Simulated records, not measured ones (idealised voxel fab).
Documented hereafter: the process module known as voxel plated lines.
Xsec cut, 270 nm wide, square cell size 5 nm.
Cross-section format: a grid of square cells, given as bands from top to bottom; each band is one or more rows of cells.
Each band's line starts with the height of the band's top and of its bottom, in nm. Then come its materials from left to right, each with its width in nm. One material with "edge to edge" fills the band from edge to edge. "blank" is empty space.
Ref level 0: as-received wafer is one material below here. Bottom band extends down with no lower bound ("0 and below").
Quick explanation for "30..40": the width changes in equal steps down the rows of cells, from the first number in the band's top row to the second number in its bottom row.
It should be understood that the words "all unchanged", when stated for a given step, signify that the cross-section underwent no change in any of its cells during that step.
"Closed cavities" lists enclosed empty spaces (at least 8 cells, no open path upward to the top), each as width x height at distance from the left edge, in nm.
Note: text after step settings on the step line = simulator remark on that step.
On any step carrying a mask, the "overlay nm" setting, if present on the step's line, tells how far right of its planned place the mask lay; negative values point to the left.

## Here's what the planned process steps look like
1 RECEIVE | material Si
2 CONFORMAL_DEP | material SiO2 | thk nm 10
3 DIRECTIONAL_DEP | material TiN | thk nm 5
4 PATTERN | tone open | mask id LINES | material resist | width nm 25 | pitch nm 40 | thk nm 20 | overlay nm 0
5 EPI | material Ru | thk nm 5
6 STRIP | etch materials resist
7 DIRECTIONAL_ETCH | etch materials TiN | depth nm 5
8 CONFORMAL_DEP | material SiN | thk nm 5

## Incoming wafer in cross-section (state: after step 1)
> 0 and below: Si edge to edge
> Closed cavities: none

## This is how the wafer looks in cross-section once the module is done, given the starting state and plan above and one mistake in carrying the plan out
> 30 down to 25: 75 blank  35 SiN  5 blank  35 SiN  5 blank  35 SiN  80 blank
> 25 down to 20: 75 blank  5 SiN  25 Ru  5 SiN  5 blank  5 SiN  25 Ru  5 SiN  5 blank  5 SiN  25 Ru  5 SiN  80 blank
> 20 down to 15: 80 SiN  25 TiN  15 SiN  25 TiN  15 SiN  25 TiN  85 SiN
> 15 down to 0: SiO2 edge to edge
> 0 and below: Si edge to edge
> Closed cavities: none
what went wrong: step 2: run off-plan, actual operation and settings CONFORMAL_DEP | material SiO2 | thk nm 15
